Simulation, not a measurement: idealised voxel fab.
A process module follows: voxel released beams.
The width of the displayed cross-section, cut, is 240 nm; its cells are square, with a size of 5 nm.
In what follows, cross-sections appear as grids of square cells, described through bands that run from the top down, where every band is one or more rows of cells. In this notation a band is specified by the heights of its top and bottom, in that order and in nm, after which its materials appear from left to right, each paired with its width in nm. The word "edge to edge" attached to a single material means that material fills the band from edge to edge; the word "blank" stands for empty space. It should be noted that heights are counted from 0, beneath which the wafer as supplied is of one material throughout, and that the lowest band possesses no lower boundary but continues downward, as written in "0..down". The notation "30 to 40" denotes a width that varies across the rows of cells in the band, beginning at the first number in the top row, finishing at the second number in the bottom row, and changing by an identical amount from each row to the next. What does "left unchanged" mean for a step? It means no cell of the cross-section changed in that step. Any empty space of 8 cells or more lacking an open way to the top shows up in "Unvented voids" as width x height at distance, distance from the left edge, in nm. If you see something after the settings on a step's line, that's the simulator's own remark about that step. "overlay nm" denotes, for a step that has a mask, the displacement of the mask to the right of its planned place, with negative values corresponding to the left.

The planned process steps are enumerated hereunder
1,RECEIVE | material Si
2,CONFORMAL_DEP | material Al2O3 | thk nm 10
3,DIRECTIONAL_DEP | material SiO2 | thk nm 10
4,DIRECTIONAL_DEP | material aC | thk nm 15
5,PATTERN | tone open | mask id ANCHOR | material resist | width nm 45 | thk nm 35 | overlay nm 0
6,DIRECTIONAL_ETCH | etch materials aC | depth nm 15
7,STRIP | etch materials resist
8,DIRECTIONAL_ETCH | etch materials SiO2 | depth nm 10
9,STRIP | etch materials aC
10,CONFORMAL_DEP | material W | thk nm 15
11,DIRECTIONAL_DEP | material aC | thk nm 15
12,PATTERN | tone cover | mask id BEAM | material resist | width nm 110 | thk nm 30 | overlay nm 0
13,DIRECTIONAL_ETCH | etch materials aC | depth nm 15
14,STRIP | etch materials resist
15,DIRECTIONAL_ETCH | etch materials W | depth nm 15
16,STRIP | etch materials aC
17,STRIP | etch materials SiO2

Wafer cross-section on receipt, i.e. after step 1
- 0..down = Si edge to edge
- Unvented voids: none

Post-module cross-section: identical start and plan to those above, one misstep in execution
- 35..25 = 60 nm blank  30 nm W  15 nm blank  65 nm W  70 nm blank
- 25..20 = 60 nm blank  110 nm W  70 nm blank
- 20..10 = 75 nm blank  45 nm W  120 nm blank
- 10..0 = Al2O3 edge to edge
- 0..down = Si edge to edge
- Unvented voids: none
Short version of what went wrong: step 5 was run on a setting that differed from the plan, and what really ran there is PATTERN | tone open | mask id ANCHOR | material resist | width nm 45 | thk nm 35 | overlay nm 10
